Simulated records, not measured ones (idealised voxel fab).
This section sets out a process module, namely voxel wiring stack.
This is section cut - it's 170 nm across, gridded in 5 nm square cells.
Cross-section layout: square cells on a grid; listed as bands, top to bottom; a band spans one or more cell rows.
Heights first: top, then bottom, in nm. Then materials, left to right, each with a width in nm. "full width" on a single material: fills the band edge to edge. "empty": empty space.
Height datum 0, below which the as-received substrate wafer is one material. Lowest band open at the bottom, running downward: "0 nm and below".
You'd read "30 to 40" like this: the band's top row of cells is as wide as the first number, its bottom row is as wide as the second, and going down, every row changes width by the same amount as the row before did.
When a step is marked "no modification", none of the cells in the cross-section changed during that step.
What "Closed cavity list" gives you is every empty space of 8 cells or more that is cut off from the top. Each appears as width x height at distance, with the distance taken from the left edge and width, height and distance all in nm.
Read whatever lies past the settings on a step's line as the simulator's own remark about the step.
overlay nm: how far to the right of its planned place the mask lay on this masked step (negative: to the left).
## Process steps - plan
- 1: RECEIVE, material Si
- 2: CONFORMAL_DEP, material SiO2, thk nm 10
- 3: DIRECTIONAL_DEP, material TiN, thk nm 5
- 4: DIRECTIONAL_DEP, material Ru, thk nm 25
- 5: PATTERN, tone cover, mask id METAL_1, material resist, width nm 20, pitch nm 45, thk nm 20, overlay nm 0
- 6: DIRECTIONAL_ETCH, etch materials Ru, depth nm 25
- 7: DIRECTIONAL_ETCH, etch materials TiN, depth nm 5
- 8: STRIP, etch materials resist
- 9: CONFORMAL_DEP, material SiN, thk nm 5
- 10: FILL_DEP, material lowk, thk nm 10
- 11: CMP, height nm 40
- 12: CONFORMAL_DEP, material SiCN, thk nm 5
- 13: DIRECTIONAL_DEP, material SiO2, thk nm 10
- 14: DIRECTIONAL_DEP, material aC, thk nm 10
- 15: PATTERN, tone open, mask id PLUG_1, material resist, width nm 15, pitch nm 45, thk nm 30, overlay nm 0
- 16: DIRECTIONAL_ETCH, etch materials aC, depth nm 10
- 17: STRIP, etch materials resist
- 18: DIRECTIONAL_ETCH, etch materials SiO2, depth nm 10
- 19: DIRECTIONAL_ETCH, etch materials SiCN, depth nm 5
- 20: STRIP, etch materials aC
- 21: CONFORMAL_DEP, material TiN, thk nm 5
- 22: FILL_DEP, material Cu, thk nm 5
- 23: CMP, height nm 55
- 24: DIRECTIONAL_DEP, material TiN, thk nm 5
- 25: DIRECTIONAL_DEP, material Ru, thk nm 20
- 26: PATTERN, tone cover, mask id METAL_2, material resist, width nm 20, pitch nm 45, thk nm 15, overlay nm 0
- 27: DIRECTIONAL_ETCH, etch materials Ru, depth nm 20
- 28: DIRECTIONAL_ETCH, etch materials TiN, depth nm 5
- 29: STRIP, etch materials resist
- 30: FILL_DEP, material lowk, thk nm 5
- 31: CMP, height nm 80
- 32: CONFORMAL_DEP, material SiCN, thk nm 5
## First of the two wafers, run per plan
## Step 1 complete: cross-section of the wafer as received
	0 nm and below  Si full width
	Closed cavity list: none
## State of the wafer after step 2, shown in cross-section
	10 nm to 0 nm  SiO2 full width
	Below 0 it's all the same as before, nothing changed down there.
## State of the wafer after step 3, shown in cross-section
	15 nm to 10 nm  TiN full width
	Below 10 it's all the same as before, nothing changed down there.
## State of the wafer after step 4, shown in cross-section
	40 nm to 15 nm  Ru full width
	Below 15 it's all the same as before, nothing changed down there.
## State of the wafer after step 5, shown in cross-section
	60 nm to 40 nm  50 of empty  20 of resist  25 of empty  20 of resist  55 of empty
	Below 40 it's all the same as before, nothing changed down there.
## State of the wafer after step 6, shown in cross-section
	60 nm to 40 nm  50 of empty  20 of resist  25 of empty  20 of resist  55 of empty
	40 nm to 15 nm  50 of empty  20 of Ru  25 of empty  20 of Ru  55 of empty
	Below 15 it's all the same as before, nothing changed down there.
## State of the wafer after step 7, shown in cross-section
	60 nm to 40 nm  50 of empty  20 of resist  25 of empty  20 of resist  55 of empty
	40 nm to 15 nm  50 of empty  20 of Ru  25 of empty  20 of Ru  55 of empty
	15 nm to 10 nm  50 of empty  20 of TiN  25 of empty  20 of TiN  55 of empty
	Below 10 it's all the same as before, nothing changed down there.
## State of the wafer after step 8, shown in cross-section
	40 nm to 15 nm  50 of empty  20 of Ru  25 of empty  20 of Ru  55 of empty
	Below 15 it's all the same as before, nothing changed down there.
## State of the wafer after step 9, shown in cross-section
	45 nm to 40 nm  45 of empty  30 of SiN  15 of empty  30 of SiN  50 of empty
	40 nm to 15 nm  45 of empty  5 of SiN  20 of Ru  5 of SiN  15 of empty  5 of SiN  20 of Ru  5 of SiN  50 of empty
	15 nm to 10 nm  50 of SiN  20 of TiN  25 of SiN  20 of TiN  55 of SiN
	Below 10 it's all the same as before, nothing changed down there.
## State of the wafer after step 10, shown in cross-section
	55 nm to 45 nm  lowk full width
	45 nm to 40 nm  45 of lowk  30 of SiN  15 of lowk  30 of SiN  50 of lowk
	40 nm to 15 nm  45 of lowk  5 of SiN  20 of Ru  5 of SiN  15 of lowk  5 of SiN  20 of Ru  5 of SiN  50 of lowk
	Below 15 it's all the same as before, nothing changed down there.
## State of the wafer after step 11, shown in cross-section
	40 nm to 15 nm  45 of lowk  5 of SiN  20 of Ru  5 of SiN  15 of lowk  5 of SiN  20 of Ru  5 of SiN  50 of lowk
	Below 15 it's all the same as before, nothing changed down there.
## State of the wafer after step 12, shown in cross-section
	45 nm to 40 nm  SiCN full width
	Below 40 it's all the same as before, nothing changed down there.
## State of the wafer after step 13, shown in cross-section
	55 nm to 45 nm  SiO2 full width
	Below 45 it's all the same as before, nothing changed down there.
## State of the wafer after step 14, shown in cross-section
	65 nm to 55 nm  aC full width
	Below 55 it's all the same as before, nothing changed down there.
## State of the wafer after step 15, shown in cross-section
	95 nm to 65 nm  50 of resist  15 of empty  30 of resist  15 of empty  60 of resist
	Below 65 it's all the same as before, nothing changed down there.
## State of the wafer after step 16, shown in cross-section
	85 nm to 65 nm  50 of resist  15 of empty  30 of resist  15 of empty  60 of resist
	65 nm to 55 nm  50 of aC  15 of empty  30 of aC  15 of empty  60 of aC
	Below 55 it's all the same as before, nothing changed down there.
## State of the wafer after step 17, shown in cross-section
	65 nm to 55 nm  50 of aC  15 of empty  30 of aC  15 of empty  60 of aC
	Below 55 it's all the same as before, nothing changed down there.
## State of the wafer after step 18, shown in cross-section
	65 nm to 55 nm  50 of aC  15 of empty  30 of aC  15 of empty  60 of aC
	55 nm to 45 nm  50 of SiO2  15 of empty  30 of SiO2  15 of empty  60 of SiO2
	Below 45 it's all the same as before, nothing changed down there.
## State of the wafer after step 19, shown in cross-section
	65 nm to 55 nm  50 of aC  15 of empty  30 of aC  15 of empty  60 of aC
	55 nm to 45 nm  50 of SiO2  15 of empty  30 of SiO2  15 of empty  60 of SiO2
	45 nm to 40 nm  50 of SiCN  15 of empty  30 of SiCN  15 of empty  60 of SiCN
	Below 40 it's all the same as before, nothing changed down there.
## State of the wafer after step 20, shown in cross-section
	55 nm to 45 nm  50 of SiO2  15 of empty  30 of SiO2  15 of empty  60 of SiO2
	Below 45 it's all the same as before, nothing changed down there.
## State of the wafer after step 21, shown in cross-section
	60 nm to 55 nm  55 of TiN  5 of empty  40 of TiN  5 of empty  65 of TiN
	55 nm to 45 nm  50 of SiO2  5 of TiN  5 of empty  5 of TiN  30 of SiO2  5 of TiN  5 of empty  5 of TiN  60 of SiO2
	45 nm to 40 nm  50 of SiCN  15 of TiN  30 of SiCN  15 of TiN  60 of SiCN
	Below 40 it's all the same as before, nothing changed down there.
## State of the wafer after step 22, shown in cross-section
	65 nm to 60 nm  Cu full width
	60 nm to 55 nm  55 of TiN  5 of Cu  40 of TiN  5 of Cu  65 of TiN
	55 nm to 45 nm  50 of SiO2  5 of TiN  5 of Cu  5 of TiN  30 of SiO2  5 of TiN  5 of Cu  5 of TiN  60 of SiO2
	Below 45 it's all the same as before, nothing changed down there.
## State of the wafer after step 23, shown in cross-section
	55 nm to 45 nm  50 of SiO2  5 of TiN  5 of Cu  5 of TiN  30 of SiO2  5 of TiN  5 of Cu  5 of TiN  60 of SiO2
	Below 45 it's all the same as before, nothing changed down there.
## State of the wafer after step 24, shown in cross-section
	60 nm to 55 nm  TiN full width
	Below 55 it's all the same as before, nothing changed down there.
## State of the wafer after step 25, shown in cross-section
	80 nm to 60 nm  Ru full width
	Below 60 it's all the same as before, nothing changed down there.
## State of the wafer after step 26, shown in cross-section
	95 nm to 80 nm  50 of empty  20 of resist  25 of empty  20 of resist  55 of empty
	Below 80 it's all the same as before, nothing changed down there.
## State of the wafer after step 27, shown in cross-section
	95 nm to 80 nm  50 of empty  20 of resist  25 of empty  20 of resist  55 of empty
	80 nm to 60 nm  50 of empty  20 of Ru  25 of empty  20 of Ru  55 of empty
	Below 60 it's all the same as before, nothing changed down there.
## State of the wafer after step 28, shown in cross-section
	95 nm to 80 nm  50 of empty  20 of resist  25 of empty  20 of resist  55 of empty
	80 nm to 60 nm  50 of empty  20 of Ru  25 of empty  20 of Ru  55 of empty
	60 nm to 55 nm  50 of empty  20 of TiN  25 of empty  20 of TiN  55 of empty
	Below 55 it's all the same as before, nothing changed down there.
## State of the wafer after step 29, shown in cross-section
	80 nm to 60 nm  50 of empty  20 of Ru  25 of empty  20 of Ru  55 of empty
	Below 60 it's all the same as before, nothing changed down there.
## State of the wafer after step 30, shown in cross-section
	85 nm to 80 nm  lowk full width
	80 nm to 60 nm  50 of lowk  20 of Ru  25 of lowk  20 of Ru  55 of lowk
	60 nm to 55 nm  50 of lowk  20 of TiN  25 of lowk  20 of TiN  55 of lowk
	Below 55 it's all the same as before, nothing changed down there.
## State of the wafer after step 31, shown in cross-section
	80 nm to 60 nm  50 of lowk  20 of Ru  25 of lowk  20 of Ru  55 of lowk
	Below 60 it's all the same as before, nothing changed down there.
## State of the wafer after step 32, shown in cross-section
	85 nm to 80 nm  SiCN full width
	Below 80 it's all the same as before, nothing changed down there.
## The remaining wafer, second of the two, started like the first and was run to the same plan, except that one mistake was made along the way; the two coincide through step 10, inclusive
## Cross-sectional view of the second wafer at the intended end time of process step 11
	40 nm to 15 nm  45 of lowk  5 of SiN  20 of Ru  5 of SiN  15 of lowk  5 of SiN  20 of Ru  5 of SiN  50 of lowk
	Below 15 it's all the same as before, nothing changed down there.
## Cross-sectional view of the second wafer at the intended end time of process step 12
	45 nm to 40 nm  SiCN full width
	Below 40 it's all the same as before, nothing changed down there.
## Cross-sectional view of the second wafer at the intended end time of process step 13
	55 nm to 45 nm  SiO2 full width
	Below 45 it's all the same as before, nothing changed down there.
## Cross-sectional view of the second wafer at the intended end time of process step 14
	65 nm to 55 nm  aC full width
	Below 55 it's all the same as before, nothing changed down there.
## Cross-sectional view of the second wafer at the intended end time of process step 15
	95 nm to 65 nm  50 of resist  15 of empty  30 of resist  15 of empty  60 of resist
	Below 65 it's all the same as before, nothing changed down there.
## Cross-sectional view of the second wafer at the intended end time of process step 16
	85 nm to 65 nm  50 of resist  15 of empty  30 of resist  15 of empty  60 of resist
	65 nm to 55 nm  50 of aC  15 of empty  30 of aC  15 of empty  60 of aC
	Below 55 it's all the same as before, nothing changed down there.
## Cross-sectional view of the second wafer at the intended end time of process step 17
	65 nm to 55 nm  50 of aC  15 of empty  30 of aC  15 of empty  60 of aC
	Below 55 it's all the same as before, nothing changed down there.
## Cross-sectional view of the second wafer at the intended end time of process step 18
	65 nm to 55 nm  50 of aC  15 of empty  30 of aC  15 of empty  60 of aC
	55 nm to 45 nm  50 of SiO2  15 of empty  30 of SiO2  15 of empty  60 of SiO2
	Below 45 it's all the same as before, nothing changed down there.
## Cross-sectional view of the second wafer at the intended end time of process step 19
	65 nm to 55 nm  50 of aC  15 of empty  30 of aC  15 of empty  60 of aC
	55 nm to 45 nm  50 of SiO2  15 of empty  30 of SiO2  15 of empty  60 of SiO2
	45 nm to 40 nm  50 of SiCN  15 of empty  30 of SiCN  15 of empty  60 of SiCN
	Below 40 it's all the same as before, nothing changed down there.
## Cross-sectional view of the second wafer at the intended end time of process step 20
	55 nm to 45 nm  50 of SiO2  15 of empty  30 of SiO2  15 of empty  60 of SiO2
	Below 45 it's all the same as before, nothing changed down there.
## Cross-sectional view of the second wafer at the intended end time of process step 21
	60 nm to 55 nm  55 of TiN  5 of empty  40 of TiN  5 of empty  65 of TiN
	55 nm to 45 nm  50 of SiO2  5 of TiN  5 of empty  5 of TiN  30 of SiO2  5 of TiN  5 of empty  5 of TiN  60 of SiO2
	45 nm to 40 nm  50 of SiCN  15 of TiN  30 of SiCN  15 of TiN  60 of SiCN
	Below 40 it's all the same as before, nothing changed down there.
## Cross-sectional view of the second wafer at the intended end time of process step 22
	65 nm to 60 nm  Cu full width
	60 nm to 55 nm  55 of TiN  5 of Cu  40 of TiN  5 of Cu  65 of TiN
	55 nm to 45 nm  50 of SiO2  5 of TiN  5 of Cu  5 of TiN  30 of SiO2  5 of TiN  5 of Cu  5 of TiN  60 of SiO2
	Below 45 it's all the same as before, nothing changed down there.
## Cross-sectional view of the second wafer at the intended end time of process step 23
	55 nm to 45 nm  50 of SiO2  5 of TiN  5 of Cu  5 of TiN  30 of SiO2  5 of TiN  5 of Cu  5 of TiN  60 of SiO2
	Below 45 it's all the same as before, nothing changed down there.
## Cross-sectional view of the second wafer at the intended end time of process step 24
	60 nm to 55 nm  TiN full width
	Below 55 it's all the same as before, nothing changed down there.
## Cross-sectional view of the second wafer at the intended end time of process step 25
	80 nm to 60 nm  Ru full width
	Below 60 it's all the same as before, nothing changed down there.
## Cross-sectional view of the second wafer at the intended end time of process step 26
	95 nm to 80 nm  50 of empty  20 of resist  25 of empty  20 of resist  55 of empty
	Below 80 it's all the same as before, nothing changed down there.
## Cross-sectional view of the second wafer at the intended end time of process step 27
	95 nm to 80 nm  50 of empty  20 of resist  25 of empty  20 of resist  55 of empty
	80 nm to 60 nm  50 of empty  20 of Ru  25 of empty  20 of Ru  55 of empty
	Below 60 it's all the same as before, nothing changed down there.
## Cross-sectional view of the second wafer at the intended end time of process step 28
	95 nm to 80 nm  50 of empty  20 of resist  25 of empty  20 of resist  55 of empty
	80 nm to 60 nm  50 of empty  20 of Ru  25 of empty  20 of Ru  55 of empty
	60 nm to 55 nm  50 of empty  20 of TiN  25 of empty  20 of TiN  55 of empty
	Below 55 it's all the same as before, nothing changed down there.
## Cross-sectional view of the second wafer at the intended end time of process step 29
	80 nm to 60 nm  50 of empty  20 of Ru  25 of empty  20 of Ru  55 of empty
	Below 60 it's all the same as before, nothing changed down there.
## Cross-sectional view of the second wafer at the intended end time of process step 30
	85 nm to 80 nm  lowk full width
	80 nm to 60 nm  50 of lowk  20 of Ru  25 of lowk  20 of Ru  55 of lowk
	60 nm to 55 nm  50 of lowk  20 of TiN  25 of lowk  20 of TiN  55 of lowk
	Below 55 it's all the same as before, nothing changed down there.
## Cross-sectional view of the second wafer at the intended end time of process step 31
	80 nm to 60 nm  50 of lowk  20 of Ru  25 of lowk  20 of Ru  55 of lowk
	Below 60 it's all the same as before, nothing changed down there.
## Cross-sectional view of the second wafer at the intended end time of process step 32
	85 nm to 80 nm  SiCN full width
	Below 80 it's all the same as before, nothing changed down there.
The plan and the run diverged here: execution of plan step 11 occurred twice
at the end the two cross-sections are the same: no effect in what this model computes
